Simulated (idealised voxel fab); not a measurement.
process module | voxel air gaps
cross-section cut | 220 nm wide | cells 5 nm
A cross-section is a grid of square cells, given in bands from the top down. A band is one or more rows of cells.
Each band's line starts with the height of the band's top and of its bottom, in nm. Then come its materials from left to right, each with its width in nm. One material with "throughout" fills the band from edge to edge. "air" is empty space.
Height 0 is the level under which the wafer as received is all one material. The lowest band goes on downwards, as in "0 down".
A width such as "30 to 40" changes by the same amount from each row of cells to the next, from the band's top row to its bottom row.
"no change" after a step means that no cell of the cross-section changed.
closed voids: empty space of 8 cells or more with no open way to the top, each as width x height at its distance from the left edge, in nm
after a step's settings: what the simulator itself notes on the step
overlay nm, on a step with a mask: how far to the right of its planned place the mask lay; to the left if negative
plan
1 op RECEIVE | material Si
2 op CONFORMAL_DEP | material SiO2 | thk nm 15
3 op CONFORMAL_DEP | material SiN | thk nm 5
4 op DIRECTIONAL_DEP | material SiO2 | thk nm 35
5 op DIRECTIONAL_DEP | material aC | thk nm 15
6 op PATTERN | tone open | mask id LINES | material resist | width nm 20 | pitch nm 50 | thk nm 30 | overlay nm 0
7 op DIRECTIONAL_ETCH | etch materials aC | depth nm 15
8 op STRIP | etch materials resist
9 op DIRECTIONAL_ETCH | etch materials SiO2 | depth nm 35
10 op STRIP | etch materials aC
11 op CONFORMAL_DEP | material TiN | thk nm 5
12 op FILL_DEP | material W | thk nm 10
13 op CMP | height nm 55
14 op EPI | material Ru | thk nm 10
15 op SELECTIVE_ETCH | etch materials SiO2 | depth nm 45
16 op CONFORMAL_DEP | material SiCN | thk nm 5
first wafer, as planned
as received, after step 1
  0 down: Si throughout
  closed voids: none
after step 2
  15 to 0: SiO2 throughout
  below 0: unchanged
after step 3
  20 to 15: SiN throughout
  below 15: unchanged
after step 4
  55 to 20: SiO2 throughout
  below 20: unchanged
after step 5
  70 to 55: aC throughout
  below 55: unchanged
after step 6
  100 to 70: resist 25 | air 20 | resist 30 | air 20 | resist 30 | air 20 | resist 30 | air 20 | resist 25
  below 70: unchanged
after step 7
  85 to 70: resist 25 | air 20 | resist 30 | air 20 | resist 30 | air 20 | resist 30 | air 20 | resist 25
  70 to 55: aC 25 | air 20 | aC 30 | air 20 | aC 30 | air 20 | aC 30 | air 20 | aC 25
  below 55: unchanged
after step 8
  70 to 55: aC 25 | air 20 | aC 30 | air 20 | aC 30 | air 20 | aC 30 | air 20 | aC 25
  below 55: unchanged
after step 9
  70 to 55: aC 25 | air 20 | aC 30 | air 20 | aC 30 | air 20 | aC 30 | air 20 | aC 25
  55 to 20: SiO2 25 | air 20 | SiO2 30 | air 20 | SiO2 30 | air 20 | SiO2 30 | air 20 | SiO2 25
  below 20: unchanged
after step 10
  55 to 20: SiO2 25 | air 20 | SiO2 30 | air 20 | SiO2 30 | air 20 | SiO2 30 | air 20 | SiO2 25
  below 20: unchanged
after step 11
  60 to 55: TiN 30 | air 10 | TiN 40 | air 10 | TiN 40 | air 10 | TiN 40 | air 10 | TiN 30
  55 to 25: SiO2 25 | TiN 5 | air 10 | TiN 5 | SiO2 30 | TiN 5 | air 10 | TiN 5 | SiO2 30 | TiN 5 | air 10 | TiN 5 | SiO2 30 | TiN 5 | air 10 | TiN 5 | SiO2 25
  25 to 20: SiO2 25 | TiN 20 | SiO2 30 | TiN 20 | SiO2 30 | TiN 20 | SiO2 30 | TiN 20 | SiO2 25
  below 20: unchanged
after step 12
  70 to 60: W throughout
  60 to 55: TiN 30 | W 10 | TiN 40 | W 10 | TiN 40 | W 10 | TiN 40 | W 10 | TiN 30
  55 to 25: SiO2 25 | TiN 5 | W 10 | TiN 5 | SiO2 30 | TiN 5 | W 10 | TiN 5 | SiO2 30 | TiN 5 | W 10 | TiN 5 | SiO2 30 | TiN 5 | W 10 | TiN 5 | SiO2 25
  below 25: unchanged
after step 13
  55 to 25: SiO2 25 | TiN 5 | W 10 | TiN 5 | SiO2 30 | TiN 5 | W 10 | TiN 5 | SiO2 30 | TiN 5 | W 10 | TiN 5 | SiO2 30 | TiN 5 | W 10 | TiN 5 | SiO2 25
  below 25: unchanged
after step 14
  65 to 55: air 15 | Ru 40 | air 10 | Ru 40 | air 10 | Ru 40 | air 10 | Ru 40 | air 15
  below 55: unchanged
after step 15
  65 to 55: air 15 | Ru 40 | air 10 | Ru 40 | air 10 | Ru 40 | air 10 | Ru 40 | air 15
  55 to 25: air 25 | TiN 5 | W 10 | TiN 5 | air 30 | TiN 5 | W 10 | TiN 5 | air 30 | TiN 5 | W 10 | TiN 5 | air 30 | TiN 5 | W 10 | TiN 5 | air 25
  25 to 20: air 25 | TiN 20 | air 30 | TiN 20 | air 30 | TiN 20 | air 30 | TiN 20 | air 25
  below 20: unchanged
after step 16
  70 to 65: air 10 | SiCN 200 | air 10
  65 to 55: air 10 | SiCN 5 | Ru 40 | SiCN 10 | Ru 40 | SiCN 10 | Ru 40 | SiCN 10 | Ru 40 | SiCN 5 | air 10
  55 to 50: air 10 | SiCN 15 | TiN 5 | W 10 | TiN 5 | SiCN 30 | TiN 5 | W 10 | TiN 5 | SiCN 30 | TiN 5 | W 10 | TiN 5 | SiCN 30 | TiN 5 | W 10 | TiN 5 | SiCN 15 | air 10
  50 to 25: air 20 | SiCN 5 | TiN 5 | W 10 | TiN 5 | SiCN 5 | air 20 | SiCN 5 | TiN 5 | W 10 | TiN 5 | SiCN 5 | air 20 | SiCN 5 | TiN 5 | W 10 | TiN 5 | SiCN 5 | air 20 | SiCN 5 | TiN 5 | W 10 | TiN 5 | SiCN 5 | air 20
  25 to 20: SiCN 25 | TiN 20 | SiCN 30 | TiN 20 | SiCN 30 | TiN 20 | SiCN 30 | TiN 20 | SiCN 25
  below 20: unchanged
  closed voids: 20 x 25 at 50; 20 x 25 at 100; 20 x 25 at 150
second wafer: like start, like plan, one mistake. Through step 1 it matches the first wafer
when step 2 should have ended: no change
when step 3 should have ended
  5 to 0: SiN throughout
  below 0: unchanged
when step 4 should have ended
  40 to 5: SiO2 throughout
  below 5: unchanged
when step 5 should have ended
  55 to 40: aC throughout
  below 40: unchanged
when step 6 should have ended
  85 to 55: resist 25 | air 20 | resist 30 | air 20 | resist 30 | air 20 | resist 30 | air 20 | resist 25
  below 55: unchanged
when step 7 should have ended
  70 to 55: resist 25 | air 20 | resist 30 | air 20 | resist 30 | air 20 | resist 30 | air 20 | resist 25
  55 to 40: aC 25 | air 20 | aC 30 | air 20 | aC 30 | air 20 | aC 30 | air 20 | aC 25
  below 40: unchanged
when step 8 should have ended
  55 to 40: aC 25 | air 20 | aC 30 | air 20 | aC 30 | air 20 | aC 30 | air 20 | aC 25
  below 40: unchanged
when step 9 should have ended
  55 to 40: aC 25 | air 20 | aC 30 | air 20 | aC 30 | air 20 | aC 30 | air 20 | aC 25
  40 to 5: SiO2 25 | air 20 | SiO2 30 | air 20 | SiO2 30 | air 20 | SiO2 30 | air 20 | SiO2 25
  below 5: unchanged
when step 10 should have ended
  40 to 5: SiO2 25 | air 20 | SiO2 30 | air 20 | SiO2 30 | air 20 | SiO2 30 | air 20 | SiO2 25
  below 5: unchanged
when step 11 should have ended
  45 to 40: TiN 30 | air 10 | TiN 40 | air 10 | TiN 40 | air 10 | TiN 40 | air 10 | TiN 30
  40 to 10: SiO2 25 | TiN 5 | air 10 | TiN 5 | SiO2 30 | TiN 5 | air 10 | TiN 5 | SiO2 30 | TiN 5 | air 10 | TiN 5 | SiO2 30 | TiN 5 | air 10 | TiN 5 | SiO2 25
  10 to 5: SiO2 25 | TiN 20 | SiO2 30 | TiN 20 | SiO2 30 | TiN 20 | SiO2 30 | TiN 20 | SiO2 25
  below 5: unchanged
when step 12 should have ended
  55 to 45: W throughout
  45 to 40: TiN 30 | W 10 | TiN 40 | W 10 | TiN 40 | W 10 | TiN 40 | W 10 | TiN 30
  40 to 10: SiO2 25 | TiN 5 | W 10 | TiN 5 | SiO2 30 | TiN 5 | W 10 | TiN 5 | SiO2 30 | TiN 5 | W 10 | TiN 5 | SiO2 30 | TiN 5 | W 10 | TiN 5 | SiO2 25
  below 10: unchanged
when step 13 should have ended: no change
when step 14 should have ended
  65 to 55: Ru throughout
  below 55: unchanged
when step 15 should have ended: no change
when step 16 should have ended
  70 to 65: SiCN throughout
  below 65: unchanged
what went wrong: step 2 was left out
at the end the second wafer has, in cells: 24 more of Ru | 104 fewer of SiCN | 64 more of SiO2 | 36 more of TiN | 96 more of W
closed voids at the end (first wafer, second wafer): 3, 0
